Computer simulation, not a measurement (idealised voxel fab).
Name of the process module below: voxel self aligned contacts
Section cut is 170 nm wide and gridded with 5 nm square cells.
Cross-section, as written here: a square-cell grid given band by band from the top down, where a band holds one or more rows of cells. Top height, bottom height, nm. Materials left to right, width each, nm. Single material + "everywhere" = fills band edge to edge. "air" = empty. Heights are reckoned from 0. Under this level, the received wafer is all of one material. The bottommost band is open-ended downward, for example "from 0 down". Graded width ("30 to 40"): value in top row of band = first number; value in bottom row = second number; row-to-row change constant. Step marked "remained unchanged"? Then no cell in the cross-section changed in it. You'll see "Unvented cavities" listing empty spaces that have no way open to the top, as long as they're 8 cells or more; the notation is width x height at distance, where the distance is from the left edge, and all of it is in nm. What comes after the settings on a step's line is commentary from the simulator itself on that step. Steps that use a mask can have "overlay nm" on their line. It says how far the mask sat to the right of where it was meant to be. Negative means to the left.
-- Steps planned for the process
1,RECEIVE | material Si
2,CONFORMAL_DEP | material SiO2 | thk nm 5
3,DIRECTIONAL_DEP | material polySi | thk nm 30
4,DIRECTIONAL_DEP | material SiN | thk nm 20
5,DIRECTIONAL_DEP | material aC | thk nm 10
6,PATTERN | tone cover | mask id GATE | material resist | width nm 30 | pitch nm 60 | thk nm 25 | overlay nm 0
7,DIRECTIONAL_ETCH | etch materials aC | depth nm 10
8,STRIP | etch materials resist
9,DIRECTIONAL_ETCH | etch materials SiN | depth nm 20
10,DIRECTIONAL_ETCH | etch materials polySi | depth nm 30
11,STRIP | etch materials aC
12,CONFORMAL_DEP | material SiN | thk nm 5
13,DIRECTIONAL_ETCH | etch materials SiN | depth nm 5
14,FILL_DEP | material SiO2 | thk nm 10
15,CMP | height nm 60
16,PATTERN | tone open | mask id CONTACT | material resist | width nm 40 | thk nm 15 | overlay nm 0
17,DIRECTIONAL_ETCH | etch materials SiO2 | depth nm 60
18,STRIP | etch materials resist
19,CONFORMAL_DEP | material TiN | thk nm 5
20,FILL_DEP | material W | thk nm 5
21,CMP | height nm 60
22,CONFORMAL_DEP | material SiN | thk nm 5
-- Here's what the wafer looked like in cross-section when it arrived - that's after step 1
> from 0 down = Si everywhere
> Unvented cavities: none
-- Post-module cross-section: identical start and plan to those above, one misstep in execution
> from 65 to 60 = SiN everywhere
> from 60 to 55 = 65 SiO2, then 10 TiN, then 20 W, then 10 TiN, then 65 SiO2
> from 55 to 35 = 40 SiO2, then 30 SiN, then 5 TiN, then 20 W, then 5 TiN, then 30 SiN, then 40 SiO2
> from 35 to 5 = 40 SiO2, then 5 SiN, then 20 polySi, then 5 SiN, then 5 TiN, then 20 W, then 5 TiN, then 5 SiN, then 20 polySi, then 5 SiN, then 40 SiO2
> from 5 to 0 = 70 SiO2, then 30 TiN, then 70 SiO2
> from 0 down = Si everywhere
> Unvented cavities: none
What was done differently from what was planned? step 6 ran differently from the plan; actual operation with settings: PATTERN | tone cover | mask id GATE | material resist | width nm 20 | pitch nm 60 | thk nm 25 | overlay nm 0
